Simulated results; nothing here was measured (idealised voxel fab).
process module | voxel self aligned vias
cross-section cut | 275 nm wide | cells 5 nm
A cross-section is a grid of square cells, given in bands from the top down. A band is one or more rows of cells.
Each band's line starts with the height of the band's top and of its bottom, in nm. Then come its materials from left to right, each with its width in nm. One material with "throughout" fills the band from edge to edge. "air" is empty space.
Height 0 is the level under which the wafer as received is all one material. The lowest band goes on downwards, as in "0 down".
A width such as "30 to 40" changes by the same amount from each row of cells to the next, from the band's top row to its bottom row.
"no change" after a step means that no cell of the cross-section changed.
closed voids: empty space of 8 cells or more with no open way to the top, each as width x height at its distance from the left edge, in nm
after a step's settings: what the simulator itself notes on the step
overlay nm, on a step with a mask: how far to the right of its planned place the mask lay; to the left if negative
plan
1 op RECEIVE | material Si
2 op CONFORMAL_DEP | material SiO2 | thk nm 15
3 op CONFORMAL_DEP | material SiCN | thk nm 5
4 op DIRECTIONAL_DEP | material lowk | thk nm 30
5 op DIRECTIONAL_DEP | material aC | thk nm 15
6 op PATTERN | tone open | mask id LINES | material resist | width nm 20 | pitch nm 60 | thk nm 35 | overlay nm 0
7 op DIRECTIONAL_ETCH | etch materials aC | depth nm 15
8 op STRIP | etch materials resist
9 op DIRECTIONAL_ETCH | etch materials lowk | depth nm 30
10 op STRIP | etch materials aC
11 op CONFORMAL_DEP | material TiN | thk nm 5
12 op FILL_DEP | material W | thk nm 10
13 op CMP | height nm 50
14 op SELECTIVE_ETCH | etch materials W Ru TiN | depth nm 5
15 op FILL_DEP | material SiN | thk nm 5
16 op CMP | height nm 50
17 op DIRECTIONAL_DEP | material lowk | thk nm 20
18 op MASKED_ETCH | tone open | mask id VIAS | width nm 30 | pitch nm 60 | etch materials lowk | depth nm 20 | overlay nm 0
19 op MASKED_ETCH | tone open | mask id VIAS | width nm 30 | pitch nm 60 | etch materials SiN | depth nm 5 | overlay nm 0
20 op CONFORMAL_DEP | material TiN | thk nm 5
21 op FILL_DEP | material Cu | thk nm 10
22 op CMP | height nm 70
23 op CONFORMAL_DEP | material SiN | thk nm 5
first wafer, as planned
as received, after step 1
  0 down: Si throughout
  closed voids: none
after step 2
  15 to 0: SiO2 throughout
  below 0: unchanged
after step 3
  20 to 15: SiCN throughout
  below 15: unchanged
after step 4
  50 to 20: lowk throughout
  below 20: unchanged
after step 5
  65 to 50: aC throughout
  below 50: unchanged
after step 6
  100 to 65: resist 65 | air 20 | resist 40 | air 20 | resist 40 | air 20 | resist 70
  below 65: unchanged
after step 7
  85 to 65: resist 65 | air 20 | resist 40 | air 20 | resist 40 | air 20 | resist 70
  65 to 50: aC 65 | air 20 | aC 40 | air 20 | aC 40 | air 20 | aC 70
  below 50: unchanged
after step 8
  65 to 50: aC 65 | air 20 | aC 40 | air 20 | aC 40 | air 20 | aC 70
  below 50: unchanged
after step 9
  65 to 50: aC 65 | air 20 | aC 40 | air 20 | aC 40 | air 20 | aC 70
  50 to 20: lowk 65 | air 20 | lowk 40 | air 20 | lowk 40 | air 20 | lowk 70
  below 20: unchanged
after step 10
  50 to 20: lowk 65 | air 20 | lowk 40 | air 20 | lowk 40 | air 20 | lowk 70
  below 20: unchanged
after step 11
  55 to 50: TiN 70 | air 10 | TiN 50 | air 10 | TiN 50 | air 10 | TiN 75
  50 to 25: lowk 65 | TiN 5 | air 10 | TiN 5 | lowk 40 | TiN 5 | air 10 | TiN 5 | lowk 40 | TiN 5 | air 10 | TiN 5 | lowk 70
  25 to 20: lowk 65 | TiN 20 | lowk 40 | TiN 20 | lowk 40 | TiN 20 | lowk 70
  below 20: unchanged
after step 12
  65 to 55: W throughout
  55 to 50: TiN 70 | W 10 | TiN 50 | W 10 | TiN 50 | W 10 | TiN 75
  50 to 25: lowk 65 | TiN 5 | W 10 | TiN 5 | lowk 40 | TiN 5 | W 10 | TiN 5 | lowk 40 | TiN 5 | W 10 | TiN 5 | lowk 70
  below 25: unchanged
after step 13
  50 to 25: lowk 65 | TiN 5 | W 10 | TiN 5 | lowk 40 | TiN 5 | W 10 | TiN 5 | lowk 40 | TiN 5 | W 10 | TiN 5 | lowk 70
  below 25: unchanged
after step 14
  50 to 45: lowk 65 | air 20 | lowk 40 | air 20 | lowk 40 | air 20 | lowk 70
  below 45: unchanged
after step 15
  55 to 50: SiN throughout
  50 to 45: lowk 65 | SiN 20 | lowk 40 | SiN 20 | lowk 40 | SiN 20 | lowk 70
  below 45: unchanged
after step 16
  50 to 45: lowk 65 | SiN 20 | lowk 40 | SiN 20 | lowk 40 | SiN 20 | lowk 70
  below 45: unchanged
after step 17
  70 to 50: lowk throughout
  below 50: unchanged
after step 18
  70 to 50: lowk 60 | air 30 | lowk 30 | air 30 | lowk 30 | air 30 | lowk 65
  below 50: unchanged
after step 19
  70 to 50: lowk 60 | air 30 | lowk 30 | air 30 | lowk 30 | air 30 | lowk 65
  50 to 45: lowk 65 | air 20 | lowk 40 | air 20 | lowk 40 | air 20 | lowk 70
  below 45: unchanged
after step 20
  75 to 70: TiN 65 | air 20 | TiN 40 | air 20 | TiN 40 | air 20 | TiN 70
  70 to 55: lowk 60 | TiN 5 | air 20 | TiN 5 | lowk 30 | TiN 5 | air 20 | TiN 5 | lowk 30 | TiN 5 | air 20 | TiN 5 | lowk 65
  55 to 50: lowk 60 | TiN 10 | air 10 | TiN 10 | lowk 30 | TiN 10 | air 10 | TiN 10 | lowk 30 | TiN 10 | air 10 | TiN 10 | lowk 65
  50 to 45: lowk 65 | TiN 20 | lowk 40 | TiN 20 | lowk 40 | TiN 20 | lowk 70
  below 45: unchanged
after step 21
  85 to 75: Cu throughout
  75 to 70: TiN 65 | Cu 20 | TiN 40 | Cu 20 | TiN 40 | Cu 20 | TiN 70
  70 to 55: lowk 60 | TiN 5 | Cu 20 | TiN 5 | lowk 30 | TiN 5 | Cu 20 | TiN 5 | lowk 30 | TiN 5 | Cu 20 | TiN 5 | lowk 65
  55 to 50: lowk 60 | TiN 10 | Cu 10 | TiN 10 | lowk 30 | TiN 10 | Cu 10 | TiN 10 | lowk 30 | TiN 10 | Cu 10 | TiN 10 | lowk 65
  below 50: unchanged
after step 22
  70 to 55: lowk 60 | TiN 5 | Cu 20 | TiN 5 | lowk 30 | TiN 5 | Cu 20 | TiN 5 | lowk 30 | TiN 5 | Cu 20 | TiN 5 | lowk 65
  below 55: unchanged
after step 23
  75 to 70: SiN throughout
  below 70: unchanged
second wafer: like start, like plan, one mistake. Through step 21 it matches the first wafer
when step 22 should have ended: no change
when step 23 should have ended
  90 to 85: SiN throughout
  below 85: unchanged
what went wrong: step 22 was left out
at the end the second wafer has, in cells: 122 more of Cu | 43 more of TiN
